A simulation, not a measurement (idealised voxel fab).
The following process module bears the name voxel self aligned contacts.
Xsec cut, 300 nm wide, square cell size 5 nm.
Cross-section, as written here: a square-cell grid given band by band from the top down, where a band holds one or more rows of cells. Basically the band line says how high the top is and how high the bottom is, in nm, and then what's in it from left to right, every material with its width in nm. Empty space shows up as "blank", and if a single material carries "edge to edge" it runs the full band edge to edge. Height 0 is the level under which the wafer as received is all one material. The lowest band goes on downwards, as in "0 -> down". A width such as "30 to 40" changes by the same amount from each row of cells to the next, from the band's top row to its bottom row. Any step labelled "no alterations made" changed none of the cells in the cross-section. Basically, "Enclosed void list" tells you about the enclosed voids: empty spaces with no open way to the top, 8 cells or bigger, each written width x height at distance, where distance is from the left edge, all in nm. after a step's settings: what the simulator itself notes on the step. The "overlay nm" setting may appear on a step's line; for a step that uses a mask, it gives how far to the right of its planned position the mask lay, and a negative value indicates the left.

[The steps planned for the process are as follows]
step 1: RECEIVE with material Si
step 2: OXIDIZE with depth nm 5
step 3: DIRECTIONAL_DEP with material polySi, thk nm 30
step 4: DIRECTIONAL_DEP with material SiN, thk nm 20
step 5: PATTERN with tone cover, mask id GATE, material resist, width nm 25, pitch nm 60, thk nm 20, overlay nm 0
step 6: DIRECTIONAL_ETCH with etch materials SiN, depth nm 20
step 7: DIRECTIONAL_ETCH with etch materials polySi, depth nm 30
step 8: STRIP with etch materials resist
step 9: CONFORMAL_DEP with material SiN, thk nm 10
step 10: DIRECTIONAL_ETCH with etch materials SiN, depth nm 10
step 11: FILL_DEP with material SiO2, thk nm 15
step 12: CMP with height nm 55
step 13: DIRECTIONAL_DEP with material aC, thk nm 15
step 14: PATTERN with tone open, mask id CONTACT, material resist, width nm 45, pitch nm 60, thk nm 30, overlay nm 0
step 15: DIRECTIONAL_ETCH with etch materials aC, depth nm 15
step 16: STRIP with etch materials resist
step 17: DIRECTIONAL_ETCH with etch materials SiO2, depth nm 60
step 18: STRIP with etch materials aC
step 19: CONFORMAL_DEP with material TiN, thk nm 5
step 20: FILL_DEP with material W, thk nm 5
step 21: CMP with height nm 55
step 22: CONFORMAL_DEP with material SiCN, thk nm 5

[Delivered wafer in cross-section: state after step 1]
  0 -> down | Si edge to edge
  Enclosed void list: none

[End state of the module in cross-section, given the above starting point and plan and one mistake in execution]
  60 -> 55 | SiCN edge to edge
  55 -> 50 | W=60 / TiN=35 / SiO2=45 / TiN=15 / SiO2=45 / TiN=35 / W=65
  50 -> 30 | W=60 / TiN=5 / SiN=45 / SiO2=15 / SiN=45 / SiO2=15 / SiN=45 / TiN=5 / W=65
  30 -> 0 | W=60 / TiN=5 / SiN=10 / polySi=25 / SiN=10 / SiO2=15 / SiN=10 / polySi=25 / SiN=10 / SiO2=15 / SiN=10 / polySi=25 / SiN=10 / TiN=5 / W=65
  0 -> -5 | TiN=65 / SiO2=165 / TiN=70
  -5 -> down | Si edge to edge
  Enclosed void list: none
The mistake made against the process plan was this: step 14 was not run as planned; what actually ran was PATTERN with tone cover, mask id CONTACT, material resist, width nm 45, pitch nm 60, thk nm 30, overlay nm 0
